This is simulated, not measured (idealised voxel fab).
Documented hereafter: the process module known as voxel transistor to metal.
In the cross-section labelled cut, the width is 295 nm and each square cell is 5 nm.
This document writes a cross-section as a grid whose cells are square, and gives it as bands, listed from the top down; one or more rows of cells form a band.
Top, bottom (nm), then materials left to right with widths (nm); lone material tagged "full width" fills the whole band edge to edge; "empty" = empty space.
We count height from 0. Below that, the starting wafer is all one material. The lowest band never ends at the bottom but goes on down; see "0..down" for how that is written.
Top row gets the first number, bottom row gets the second, and each row in between changes by the same step: that is how a band width like "30 to 40" works.
The designation "no change", where it is given for a processing step, indicates that no cell of the cross-section was altered in the course of that step.
The entry "Sealed internal cavities" lists the empty spaces that cover at least 8 cells and have no open path to the top. Each is written as width x height at distance, where the distance is measured from the left edge and all three values are in nm.
On a step's line, text after the settings is the simulator commenting on that step.
overlay nm: how far to the right of its planned place the mask lay on this masked step (negative: to the left).
# Planned process steps
1 RECEIVE,material Si
2 OXIDIZE,depth nm 5
3 CONFORMAL_DEP,material SiN,thk nm 15
4 MASKED_ETCH,tone cover,mask id ACTIVE,width nm 115,pitch nm 135,etch materials SiN,depth nm 15,overlay nm 0
5 MASKED_ETCH,tone cover,mask id ACTIVE,width nm 115,pitch nm 135,etch materials SiO2,depth nm 5,overlay nm 0
6 MASKED_ETCH,tone cover,mask id ACTIVE,width nm 115,pitch nm 135,etch materials Si,depth nm 35,overlay nm 0
7 FILL_DEP,material SiO2,thk nm 15
8 CMP,height nm 15
9 SELECTIVE_ETCH,etch materials SiO2,depth nm 5
10 STRIP,etch materials SiN
11 SELECTIVE_ETCH,etch materials SiO2,depth nm 5
12 OXIDIZE,depth nm 5
13 DIRECTIONAL_DEP,material polySi,thk nm 20
14 DIRECTIONAL_DEP,material SiCN,thk nm 15
15 DIRECTIONAL_DEP,material aC,thk nm 5
16 PATTERN,tone cover,mask id GATE,material resist,width nm 15,pitch nm 135,thk nm 35,overlay nm 0
17 DIRECTIONAL_ETCH,etch materials aC,depth nm 15
18 STRIP,etch materials resist
19 DIRECTIONAL_ETCH,etch materials SiCN,depth nm 25
20 DIRECTIONAL_ETCH,etch materials polySi,depth nm 30
21 STRIP,etch materials aC
22 CONFORMAL_DEP,material SiN,thk nm 5
23 DIRECTIONAL_ETCH,etch materials SiN,depth nm 5
24 DIRECTIONAL_ETCH,etch materials SiO2,depth nm 5
25 DIRECTIONAL_ETCH,etch materials Si,depth nm 5
26 EPI,material pSi,thk nm 10
27 FILL_DEP,material SiO2,thk nm 10
28 CMP,height nm 30
29 DIRECTIONAL_DEP,material SiO2,thk nm 15
30 MASKED_ETCH,tone open,mask id CONTACT,width nm 20,etch materials SiO2,depth nm 50,overlay nm 0
31 CONFORMAL_DEP,material TiN,thk nm 5
32 FILL_DEP,material W,thk nm 10
33 CMP,height nm 45
34 DIRECTIONAL_DEP,material TiN,thk nm 5
35 DIRECTIONAL_DEP,material Ru,thk nm 20
36 DIRECTIONAL_DEP,material aC,thk nm 15
37 PATTERN,tone cover,mask id METAL_1,material resist,width nm 20,thk nm 30,overlay nm 0
38 DIRECTIONAL_ETCH,etch materials aC,depth nm 15
39 STRIP,etch materials resist
40 DIRECTIONAL_ETCH,etch materials Ru,depth nm 20
41 DIRECTIONAL_ETCH,etch materials TiN,depth nm 5
42 STRIP,etch materials aC
43 CONFORMAL_DEP,material SiCN,thk nm 5
44 FILL_DEP,material SiO2,thk nm 10
45 CMP,height nm 70
46 CONFORMAL_DEP,material SiN,thk nm 5
Split variable: thk nm, step 15. Plan value = first wafer. Wafers start alike.
# Cross-section of the first of several received wafers, showing its state after step 1
0..down  Si full width
Sealed internal cavities: none
# Cross-sectional representation of the first of several wafers at the end of the module, i.e. after its terminal step, step 46
75..70  SiN full width
70..50  SiO2: 25  SiCN: 5  Ru: 20  SiCN: 5  SiO2: 45  SiCN: 5  Ru: 20  SiCN: 5  SiO2: 30  SiCN: 5  Ru: 20  SiCN: 5  SiO2: 45  SiCN: 5  Ru: 20  SiCN: 5  SiO2: 30
50..45  SiCN: 30  TiN: 20  SiCN: 55  TiN: 20  SiCN: 40  TiN: 20  SiCN: 55  TiN: 20  SiCN: 35
45..30  SiO2: 30  TiN: 5  W: 10  TiN: 5  SiO2: 55  TiN: 5  W: 10  TiN: 5  SiO2: 40  TiN: 5  W: 10  TiN: 5  SiO2: 55  TiN: 5  W: 10  TiN: 5  SiO2: 35
30..15  SiO2: 30  TiN: 5  W: 10  TiN: 5  SiO2: 15  SiN: 5  SiCN: 15  SiN: 5  SiO2: 15  TiN: 5  W: 10  TiN: 5  SiO2: 40  TiN: 5  W: 10  TiN: 5  SiO2: 15  SiN: 5  SiCN: 15  SiN: 5  SiO2: 15  TiN: 5  W: 10  TiN: 5  SiO2: 35
15..5  SiO2: 30  TiN: 5  W: 10  TiN: 5  SiO2: 15  SiN: 5  polySi: 15  SiN: 5  SiO2: 15  TiN: 5  W: 10  TiN: 5  SiO2: 40  TiN: 5  W: 10  TiN: 5  SiO2: 15  SiN: 5  polySi: 15  SiN: 5  SiO2: 15  TiN: 5  W: 10  TiN: 5  SiO2: 35
5..0  SiO2: 15  SiN: 5  SiO2: 10  TiN: 5  W: 10  TiN: 5  SiO2: 15  SiN: 5  polySi: 15  SiN: 5  SiO2: 15  TiN: 5  W: 10  TiN: 5  SiO2: 10  SiN: 5  SiO2: 10  SiN: 5  SiO2: 10  TiN: 5  W: 10  TiN: 5  SiO2: 15  SiN: 5  polySi: 15  SiN: 5  SiO2: 15  TiN: 5  W: 10  TiN: 5  SiO2: 10  SiN: 5  SiO2: 20
0..-5  SiO2: 15  SiN: 5  SiO2: 10  TiN: 20  SiO2: 5  pSi: 10  SiN: 5  polySi: 15  SiN: 5  pSi: 10  SiO2: 5  TiN: 20  SiO2: 10  SiN: 5  SiO2: 10  SiN: 5  SiO2: 10  TiN: 20  SiO2: 5  pSi: 10  SiN: 5  polySi: 15  SiN: 5  pSi: 10  SiO2: 5  TiN: 20  SiO2: 10  SiN: 5  SiO2: 20
-5..-10  SiO2: 20  pSi: 45  SiO2: 25  pSi: 45  SiO2: 20  pSi: 45  SiO2: 25  pSi: 45  SiO2: 25
-10..-15  SiO2: 20  pSi: 45  Si: 25  pSi: 45  SiO2: 20  pSi: 45  Si: 25  pSi: 45  SiO2: 25
-15..-40  SiO2: 20  Si: 115  SiO2: 20  Si: 115  SiO2: 25
-40..down  Si full width
Sealed internal cavities: none
# Wafer cross-section (last wafer, module end)
75..70  SiN full width
70..50  SiO2: 25  SiCN: 5  Ru: 20  SiCN: 5  SiO2: 45  SiCN: 5  Ru: 20  SiCN: 5  SiO2: 30  SiCN: 5  Ru: 20  SiCN: 5  SiO2: 45  SiCN: 5  Ru: 20  SiCN: 5  SiO2: 30
50..45  SiCN: 30  TiN: 20  SiCN: 55  TiN: 20  SiCN: 40  TiN: 20  SiCN: 55  TiN: 20  SiCN: 35
45..35  SiO2: 30  TiN: 5  W: 10  TiN: 5  SiO2: 55  TiN: 5  W: 10  TiN: 5  SiO2: 40  TiN: 5  W: 10  TiN: 5  SiO2: 55  TiN: 5  W: 10  TiN: 5  SiO2: 35
35..30  SiO2: 30  TiN: 20  SiO2: 55  TiN: 20  SiO2: 40  TiN: 20  SiO2: 55  TiN: 20  SiO2: 35
30..25  SiCN full width
25..15  polySi: 15  SiCN: 125  polySi: 10  SiCN: 125  polySi: 20
15..5  polySi full width
5..-5  SiO2: 15  polySi: 125  SiO2: 10  polySi: 125  SiO2: 20
-5..-10  SiO2 full width
-10..-40  SiO2: 20  Si: 115  SiO2: 20  Si: 115  SiO2: 25
-40..down  Si full width
Sealed internal cavities: none
# For your reference, the table is organized with a row per wafer; each row reflects the wafer at the end of the module, indicating for each material the cells gained (+) or lost (-) since receipt, and thereafter its closed voids
thk nm 5, +64 Ru, -232 Si, +93 SiCN, +95 SiN, +585 SiO2, +104 TiN, +72 W, +80 pSi, +24 polySi, Sealed internal cavities: none
thk nm 10, +64 Ru, -232 Si, +93 SiCN, +95 SiN, +585 SiO2, +104 TiN, +72 W, +80 pSi, +24 polySi, Sealed internal cavities: none
thk nm 15, +64 Ru, -232 Si, +93 SiCN, +95 SiN, +585 SiO2, +104 TiN, +72 W, +80 pSi, +24 polySi, Sealed internal cavities: none
thk nm 20, +64 Ru, -196 Si, +234 SiCN, +59 SiN, +424 SiO2, +48 TiN, +16 W, +236 polySi, Sealed internal cavities: none
thk nm 25, +64 Ru, -196 Si, +234 SiCN, +59 SiN, +424 SiO2, +48 TiN, +16 W, +236 polySi, Sealed internal cavities: none
thk nm 30, +64 Ru, -196 Si, +234 SiCN, +59 SiN, +424 SiO2, +48 TiN, +16 W, +236 polySi, Sealed internal cavities: none
